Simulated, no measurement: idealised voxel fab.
A process module follows: voxel air gaps.
Cross-section cut spans 210 nm and uses square cells 5 nm in size.
Cross-section layout: square cells on a grid; listed as bands, top to bottom; a band spans one or more cell rows.
Within each band entry, the heights of the top and of the bottom of the band appear first, in that order and in nm; the materials of the band then follow from left to right, each with its corresponding width in nm. The designation "full width" on a single material indicates that it fills the band from edge to edge; the designation "blank" indicates empty space.
The reference from which all heights are counted is 0, the level beneath which the as-received wafer is entirely one material; the lowest band, having no lower bound, proceeds downward and is written after the example "0 nm and below".
A two-number width, for instance "30 to 40", indicates that the width is equal to the first number in the top row of the band and to the second number in the bottom row, and that it changes by a constant amount per row of cells.
No cell of the cross-section changed in a step that is given as "nothing got changed".
The label "Unvented internal voids" introduces a list of the empty spaces, 8 cells or larger, that have no open way up to the top; each entry in it reads width x height at distance, where the distance is taken from the left edge and all three are stated in nm.
On each step's line, the part that comes after the settings is the simulator's own comment on the step.
overlay nm: where the mask lay relative to plan, measured to the right, on steps with a mask; negatives go left.
Process steps (planned):
1 RECEIVE,material Si
2 CONFORMAL_DEP,material SiO2,thk nm 10
3 CONFORMAL_DEP,material SiN,thk nm 5
4 DIRECTIONAL_DEP,material SiO2,thk nm 35
5 MASKED_ETCH,tone open,mask id LINES,width nm 15,pitch nm 40,etch materials SiO2,depth nm 35,overlay nm 0
6 CONFORMAL_DEP,material TiN,thk nm 5
7 FILL_DEP,material Cu,thk nm 5
8 CMP,height nm 50
9 EPI,material Ru,thk nm 10
10 SELECTIVE_ETCH,etch materials SiO2,depth nm 45
11 CONFORMAL_DEP,material SiCN,thk nm 5
Cross-section, incoming material, after step 1:
0 nm and below: Si full width
Unvented internal voids: none
The first of the two wafers as seen in cross-section once the module was finished; processing followed the plan:
65 nm to 60 nm: blank (40) / SiCN (125) / blank (45)
60 nm to 50 nm: blank (40) / SiCN (5) / Ru (35) / SiCN (5) / Ru (35) / SiCN (5) / Ru (35) / SiCN (5) / blank (45)
50 nm to 45 nm: blank (40) / SiCN (15) / TiN (5) / Cu (5) / TiN (5) / SiCN (25) / TiN (5) / Cu (5) / TiN (5) / SiCN (25) / TiN (5) / Cu (5) / TiN (5) / SiCN (15) / blank (45)
45 nm to 20 nm: blank (50) / SiCN (5) / TiN (5) / Cu (5) / TiN (5) / SiCN (5) / blank (15) / SiCN (5) / TiN (5) / Cu (5) / TiN (5) / SiCN (5) / blank (15) / SiCN (5) / TiN (5) / Cu (5) / TiN (5) / SiCN (5) / blank (55)
20 nm to 15 nm: SiCN (55) / TiN (15) / SiCN (25) / TiN (15) / SiCN (25) / TiN (15) / SiCN (60)
15 nm to 10 nm: SiN full width
10 nm to 0 nm: SiO2 full width
0 nm and below: Si full width
Unvented internal voids: 15 x 25 at 75; 15 x 25 at 115
This is the second of the two wafers, cross-sectioned at the end of the module; it started exactly like the first and was given the same plan, but it was run with one mistake:
75 nm to 70 nm: blank (30) / SiCN (145) / blank (35)
70 nm to 50 nm: blank (30) / SiCN (5) / Ru (135) / SiCN (5) / blank (35)
50 nm to 45 nm: blank (30) / SiCN (25) / TiN (5) / Cu (5) / TiN (5) / SiO2 (25) / TiN (5) / Cu (5) / TiN (5) / SiO2 (25) / TiN (5) / Cu (5) / TiN (5) / SiCN (25) / blank (35)
45 nm to 20 nm: blank (50) / SiCN (5) / TiN (5) / Cu (5) / TiN (5) / SiO2 (25) / TiN (5) / Cu (5) / TiN (5) / SiO2 (25) / TiN (5) / Cu (5) / TiN (5) / SiCN (5) / blank (55)
20 nm to 15 nm: SiCN (55) / TiN (15) / SiO2 (25) / TiN (15) / SiO2 (25) / TiN (15) / SiCN (60)
15 nm to 10 nm: SiN full width
10 nm to 0 nm: SiO2 full width
0 nm and below: Si full width
Unvented internal voids: none
Here's what went sideways: twice, step 9 of the plan was run
At the finish, the second wafer shows more or fewer cells for some materials than the first does: 66 more of Ru; 32 fewer of SiCN; 70 more of SiO2
The closed voids present at the end amount to 2 for the first wafer and 0 for the second wafer.
